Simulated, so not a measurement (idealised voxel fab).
The following is a process module called voxel self aligned vias.
Cross-section cut: width 240 nm, square cells of 5 nm.
Square cells in a grid make up a cross-section in this document, and the grid is given as bands, listed from the top down, each one or more rows of cells.
This entry defines a band. It first specifies the height of the band's top and the height of its bottom in nm, and then specifies the band's materials from left to right, stating each material with its width in nm. The word "everywhere" identifies a single material that fills the band from edge to edge, while the word "blank" identifies empty space.
For the purposes of this specification, 0 denotes the height below which the wafer in its as-received condition is composed wholly of one material, and the lowermost band, lacking a lower limit, extends downward without end, as expressed in "0 down".
The expression "30 to 40" gives the width at the extremes of the band, the first number at its top row of cells and the second at its bottom row, with the width changing by equal amounts from each row to the next in between.
Step note "nothing got changed" = no cross-section cell changed.
Listed in "Entrapped voids": every empty space of 8 or more cells without an open way to the top. Form: width x height at distance, the distance being from the left edge, all in nm.
Anything after a step's settings on that line? It's the simulator's own note about the step.
Among the settings permitted on a step's line is "overlay nm"; applied to a step with a mask, it specifies the extent to which the mask lay to the right of its planned position, whereas a negative figure signifies a position to the left.
# These are the steps we planned for the process
1,RECEIVE: material Si
2,CONFORMAL_DEP: material SiO2, thk nm 10
3,CONFORMAL_DEP: material SiCN, thk nm 5
4,DIRECTIONAL_DEP: material SiO2, thk nm 25
5,PATTERN: tone open, mask id LINES, material resist, width nm 20, pitch nm 65, thk nm 15, overlay nm 0
6,DIRECTIONAL_ETCH: etch materials SiO2, depth nm 25
7,STRIP: etch materials resist
8,CONFORMAL_DEP: material TiN, thk nm 5
9,FILL_DEP: material W, thk nm 10
10,CMP: height nm 40
11,SELECTIVE_ETCH: etch materials W Ru TiN, depth nm 10
12,FILL_DEP: material SiN, thk nm 5
13,CMP: height nm 40
14,DIRECTIONAL_DEP: material SiO2, thk nm 15
15,DIRECTIONAL_DEP: material aC, thk nm 10
16,PATTERN: tone open, mask id VIAS, material resist, width nm 40, pitch nm 65, thk nm 30, overlay nm 0
17,DIRECTIONAL_ETCH: etch materials aC, depth nm 10
18,STRIP: etch materials resist
19,DIRECTIONAL_ETCH: etch materials SiO2, depth nm 15
20,DIRECTIONAL_ETCH: etch materials SiN, depth nm 10
21,STRIP: etch materials aC
22,CONFORMAL_DEP: material TiN, thk nm 5
23,FILL_DEP: material Ru, thk nm 5
24,CMP: height nm 55
25,CONFORMAL_DEP: material SiN, thk nm 5
# The cross-section here shows the wafer as received, i.e. in its state after step 1
- 0 down  Si everywhere
- Entrapped voids: none
# Final wafer profile in cross-section after the module, from the same start and plan as above, with one mistake made during processing
- 60 to 55  SiN everywhere
- 55 to 40  SiO2 65 / TiN 5 / Ru 30 / TiN 5 / SiO2 25 / TiN 5 / Ru 30 / TiN 5 / SiO2 70
- 40 to 35  SiN 65 / TiN 15 / Ru 10 / TiN 15 / SiN 25 / TiN 15 / Ru 10 / TiN 15 / SiN 70
- 35 to 30  SiO2 75 / TiN 20 / SiO2 45 / TiN 20 / SiO2 80
- 30 to 15  SiO2 75 / TiN 5 / W 10 / TiN 5 / SiO2 45 / TiN 5 / W 10 / TiN 5 / SiO2 80
- 15 to 10  SiO2 75 / TiN 20 / SiO2 45 / TiN 20 / SiO2 80
- 10 to 0  SiO2 everywhere
- 0 down  Si everywhere
- Entrapped voids: none
Where did the run depart from the plan? step 3 was left out
